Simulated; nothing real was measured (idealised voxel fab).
This section sets out a process module, namely voxel ribs on slabs.
FYI the section here is cut, 290 nm wide, cells are 5 nm squares.
Cross-section layout: square cells on a grid; listed as bands, top to bottom; a band spans one or more cell rows.
Heights first: top, then bottom, in nm. Then materials, left to right, each with a width in nm. "full width" on a single material: fills the band edge to edge. "blank": empty space.
Where do heights start? At 0: under that level the wafer as delivered is made of one material only. And the lowest band has no floor; it just carries on downward, as in "from 0 down".
Graded width ("30..40"): value in top row of band = first number; value in bottom row = second number; row-to-row change constant.
Reading "no modifications" for a step: not a cell of the cross-section changed in it.
For the entry "Enclosed void listing", the listed items are empty spaces with no open way to the top whose size is 8 cells or more; each item follows the pattern width x height at distance, where distance is from the left edge and all three are in nm.
Post-settings text on a step line: simulator's own remark regarding the step.
Among the settings permitted on a step's line is "overlay nm"; applied to a step with a mask, it specifies the extent to which the mask lay to the right of its planned position, whereas a negative figure signifies a position to the left.
# Intended process steps
step 1: RECEIVE [material Si]
step 2: DIRECTIONAL_DEP [material SiO2] [thk nm 20]
step 3: DIRECTIONAL_DEP [material polySi] [thk nm 15]
step 4: DIRECTIONAL_DEP [material aC] [thk nm 15]
step 5: PATTERN [tone cover] [mask id RIB] [material resist] [width nm 15] [thk nm 30] [overlay nm 0]
step 6: DIRECTIONAL_ETCH [etch materials aC] [depth nm 15]
step 7: STRIP [etch materials resist]
step 8: DIRECTIONAL_ETCH [etch materials polySi] [depth nm 10]
step 9: STRIP [etch materials aC]
step 10: MASKED_ETCH [tone cover] [mask id SLAB] [width nm 45] [etch materials polySi] [depth nm 5] [overlay nm 0]
step 11: FILL_DEP [material SiO2] [thk nm 25]
step 12: CMP [height nm 55]
step 13: DIRECTIONAL_DEP [material W] [thk nm 10]
step 14: DIRECTIONAL_DEP [material aC] [thk nm 15]
step 15: PATTERN [tone cover] [mask id HEATER] [material resist] [width nm 25] [thk nm 30] [overlay nm 0]
step 16: DIRECTIONAL_ETCH [etch materials aC] [depth nm 15]
step 17: STRIP [etch materials resist]
step 18: DIRECTIONAL_ETCH [etch materials W] [depth nm 10]
step 19: STRIP [etch materials aC]
step 20: CONFORMAL_DEP [material SiN] [thk nm 5]
# This is the cross-section of the wafer as we received it, i.e. after step 1
	from 0 down  Si full width
	Enclosed void listing: none
# The module was run from the start shown above using the plan shown above, but one mistake was made doing it; the resulting wafer cross-section is below
	from 70 to 65  125 of blank | 35 of SiN | 130 of blank
	from 65 to 60  125 of blank | 5 of SiN | 25 of W | 5 of SiN | 130 of blank
	from 60 to 55  130 of SiN | 25 of W | 135 of SiN
	from 55 to 15  SiO2 full width
	from 15 to 0  polySi full width
	from 0 down  Si full width
	Enclosed void listing: none
Finding, execution versus plan: the executed order of steps 2 and 3 is the reverse of that specified in the plan, each step having taken the other's position
